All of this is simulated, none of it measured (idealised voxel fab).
Herein follows the process module entitled voxel released beams.
cross-section cut | 300 nm wide | cells 5 nm
Format of a cross-section: grid, square cells. Given as bands. Order: top down. Band: one or more rows of cells. Heights first: top, then bottom, in nm. Then materials, left to right, each with a width in nm. "throughout" on a single material: fills the band edge to edge. "air": empty space. Height datum 0, below which the as-received substrate wafer is one material. Lowest band open at the bottom, running downward: "top 0, no bottom". Read "30->40" as a graded width: first number on top, second number at the bottom, same change between each pair of neighbouring rows. "changes: none" (step): cross-section cells unchanged, all of them. This entry, "Enclosed void list", enumerates those empty regions of no fewer than 8 cells that possess no open connection to the top. Each region is reported in the form width x height at distance, the distance being taken from the left edge, with all three quantities expressed in nm. On a step's line, text after the settings is the simulator commenting on that step. "overlay nm" denotes, for a step that has a mask, the displacement of the mask to the right of its planned place, with negative values corresponding to the left.
INTENDED PROCESS STEPS
1,op RECEIVE | material Si
2,op CONFORMAL_DEP | material Al2O3 | thk nm 10
3,op DIRECTIONAL_DEP | material SiO2 | thk nm 15
4,op MASKED_ETCH | tone open | mask id ANCHOR | width nm 35 | etch materials SiO2 | depth nm 15 | overlay nm 0
5,op CONFORMAL_DEP | material W | thk nm 10
6,op PATTERN | tone cover | mask id BEAM | material resist | width nm 100 | thk nm 20 | overlay nm 0
7,op DIRECTIONAL_ETCH | etch materials W | depth nm 10
8,op STRIP | etch materials resist
9,op STRIP | etch materials SiO2
AS RECEIVED (POST STEP 1): CROSS-SECTION
- top 0, no bottom  Si throughout
- Enclosed void list: none
WAFER CROSS-SECTION AT MODULE END: FIRST OF TWO, RUN TO PLAN
- top 35, bottom 25  air=95 | W=15 | air=15 | W=70 | air=105
- top 25, bottom 20  air=100 | W=10 | air=15 | W=10 | air=165
- top 20, bottom 10  air=100 | W=35 | air=165
- top 10, bottom 0  Al2O3 throughout
- top 0, no bottom  Si throughout
- Enclosed void list: none
END OF MODULE, SECOND WAFER, CROSS-SECTION. STARTED LIKE THE FIRST, PLANNED LIKE THE FIRST, RUN WITH ONE MISTAKE
- top 25, bottom 10  SiO2=100 | air=35 | SiO2=165
- top 10, bottom 0  Al2O3 throughout
- top 0, no bottom  Si throughout
- Enclosed void list: none
What went wrong in running the wafer? step 9 did not happen as planned, as run it was op STRIP | etch materials W
The final cell counts differ between the wafers, with the second having more or fewer of some materials than the first: 159 more of SiO2; 52 fewer of W
